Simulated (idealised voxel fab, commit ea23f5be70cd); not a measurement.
Process module in this document: voxel fin reveal
Square cells of 5 nm make up the cross-section cut, whose width is 240 nm.
A cross-section in this document is a grid of square cells, and it is written down as bands, the top band listed before the ones below it; a band is made up of one or more rows of cells. It is stipulated that each band's entry specify, in nanometres, the height of the top of the band and then that of its bottom, followed by the materials of the band in left-to-right sequence, each together with its width in nanometres. A single material marked by the word "everywhere" is understood to fill the band from edge to edge; the word "blank" is understood to denote empty space. Height is counted from the level 0, under which the received wafer is composed throughout of one material. The lowest of the bands is not closed at the bottom but continues downward, in the notation "top 0, no bottom". So if you see something like "30->40" for the width, read it as the top row of the band sitting at the first number and the bottom row at the second, with every row in between moving by the same amount as the last. Step marked "remained unchanged"? Then no cell in the cross-section changed in it. The entry titled "Listed closed voids" provides the empty spaces that have no open way to the top, restricted to those of 8 cells or more. Each is presented as width x height at distance, the distance being measured from the left edge, with all three in nm. Heads up: the bit after the settings on a step's line is the simulator's remark on that step. overlay nm: on a step with a mask, how far right of its planned place the mask lay; negative means left.

The planned process steps are enumerated hereunder
- 1: RECEIVE, material Si
- 2: CONFORMAL_DEP, material SiN, thk nm 5
- 3: DIRECTIONAL_DEP, material aC, thk nm 15
- 4: PATTERN, tone cover, mask id FINS, material resist, width nm 15, pitch nm 45, thk nm 35, overlay nm -15
- 5: DIRECTIONAL_ETCH, etch materials aC, depth nm 15
- 6: STRIP, etch materials resist
- 7: DIRECTIONAL_ETCH, etch materials SiN, depth nm 5
- 8: DIRECTIONAL_ETCH, etch materials Si, depth nm 35
- 9: STRIP, etch materials aC
- 10: FILL_DEP, material SiO2, thk nm 15
- 11: CMP, height nm 5
- 12: SELECTIVE_ETCH, etch materials SiO2, depth nm 30
- 13: STRIP, etch materials SiN
- 14: CONFORMAL_DEP, material HfO2, thk nm 5
varied across the wafers: overlay nm of step 4. The plan shows the first wafer's value. All wafers start alike

The first of several wafers in cross-section, exactly as it reached us after step 1
	top 0, no bottom: Si everywhere
	Listed closed voids: none

First of several wafers in cross-section at module end, following the final step, step 14
	top 5, bottom 0: blank=45, HfO2=25, blank=20, HfO2=25, blank=20, HfO2=25, blank=80
	top 0, bottom -20: blank=45, HfO2=5, Si=15, HfO2=5, blank=20, HfO2=5, Si=15, HfO2=5, blank=20, HfO2=5, Si=15, HfO2=5, blank=80
	top -20, bottom -25: HfO2=50, Si=15, HfO2=30, Si=15, HfO2=30, Si=15, HfO2=85
	top -25, bottom -35: SiO2=50, Si=15, SiO2=30, Si=15, SiO2=30, Si=15, SiO2=85
	top -35, no bottom: Si everywhere
	Listed closed voids: none

Cross-section at module completion, last wafer
	top 5, bottom 0: blank=75, HfO2=25, blank=20, HfO2=25, blank=20, HfO2=25, blank=50
	top 0, bottom -20: blank=75, HfO2=5, Si=15, HfO2=5, blank=20, HfO2=5, Si=15, HfO2=5, blank=20, HfO2=5, Si=15, HfO2=5, blank=50
	top -20, bottom -25: HfO2=80, Si=15, HfO2=30, Si=15, HfO2=30, Si=15, HfO2=55
	top -25, bottom -35: SiO2=80, Si=15, SiO2=30, Si=15, SiO2=30, Si=15, SiO2=55
	top -35, no bottom: Si everywhere
	Listed closed voids: none

The following table contains a row per wafer, in which are reported, at the conclusion of the module, the cells of each material gained (+) or lost (-) since the wafer's receipt, with its closed voids given thereafter
overlay nm -15, +78 HfO2, -273 Si, +78 SiO2, Listed closed voids: none
overlay nm -10, +78 HfO2, -273 Si, +78 SiO2, Listed closed voids: none
overlay nm -5, +78 HfO2, -273 Si, +78 SiO2, Listed closed voids: none
overlay nm 0, +78 HfO2, -273 Si, +78 SiO2, Listed closed voids: none
overlay nm 5, +78 HfO2, -273 Si, +78 SiO2, Listed closed voids: none
overlay nm 10, +78 HfO2, -273 Si, +78 SiO2, Listed closed voids: none
overlay nm 15, +78 HfO2, -273 Si, +78 SiO2, Listed closed voids: none
